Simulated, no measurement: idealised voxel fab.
Title: Process Module voxel gate over fins
Shown is cross-section cut, with a width of 195 nm and square cells of size 5 nm.
Square cells in a grid make up a cross-section in this document, and the grid is given as bands, listed from the top down, each one or more rows of cells. First you get the band's top height and its bottom height, in nm, and then the materials it's made of, left to right, with each width in nm. If you see a single material with "edge to edge", that one covers the band edge to edge. "air" is empty space. Beneath 0, the wafer as received is one material, and that level is where height counting begins. The lowest band goes on downward without a bottom; it is written like "z 0 and below". A width given as "30->40" starts at the first number in the band's top row and ends at the second number in its bottom row, shifting by an equal amount at every step from row to row. No cell of the cross-section changed in a step that is given as "no modification". Each empty space that has no open way to the top and spans at least 8 cells appears under "Fully sealed cavities" as width x height at distance, the distance counted from the left edge, all in nm. Step line, after settings: the simulator's comment on this step. overlay nm, on a step with a mask: how far to the right of its planned place the mask lay; to the left if negative.

## So here's the lineup of process steps we planned
1: RECEIVE (material Si)
2: CONFORMAL_DEP (material SiN; thk nm 5)
3: DIRECTIONAL_DEP (material aC; thk nm 10)
4: PATTERN (tone cover; mask id FINS; material resist; width nm 15; pitch nm 40; thk nm 25; overlay nm 0)
5: DIRECTIONAL_ETCH (etch materials aC; depth nm 10)
6: STRIP (etch materials resist)
7: DIRECTIONAL_ETCH (etch materials SiN; depth nm 5)
8: DIRECTIONAL_ETCH (etch materials Si; depth nm 40)
9: STRIP (etch materials aC)
10: OXIDIZE (depth nm 5)
11: FILL_DEP (material SiO2; thk nm 15)
12: CMP (height nm 5)
13: SELECTIVE_ETCH (etch materials SiO2; depth nm 15)
14: STRIP (etch materials SiN)
15: CONFORMAL_DEP (material HfO2; thk nm 5)
16: CONFORMAL_DEP (material TiN; thk nm 5)
17: CONFORMAL_DEP (material TiAl; thk nm 5)
18: CONFORMAL_DEP (material TiN; thk nm 5)
19: FILL_DEP (material W; thk nm 10)
20: CMP (height nm 25)
21: CONFORMAL_DEP (material SiN; thk nm 10)
What sets these wafers apart? The thk nm at step 16. They all start alike, and the plan carries the first wafer's value.

## Cut through the first of several wafers as received, post step 1
* z 0 and below | Si edge to edge
* Fully sealed cavities: none

## Gained (+) or lost (-) cells of each material since receipt, then closed voids: one row per wafer, at the end of the module
thk nm 5, +47 HfO2, -333 Si, +78 SiN, +259 SiO2, +47 TiAl, +92 TiN, +83 W, Fully sealed cavities: none
thk nm 10, +47 HfO2, -333 Si, +78 SiN, +259 SiO2, +45 TiAl, +137 TiN, +40 W, Fully sealed cavities: none
thk nm 15, +47 HfO2, -333 Si, +78 SiN, +259 SiO2, +43 TiAl, +161 TiN, +18 W, Fully sealed cavities: none
thk nm 20, +47 HfO2, -333 Si, +78 SiN, +259 SiO2, +22 TiAl, +200 TiN, Fully sealed cavities: none
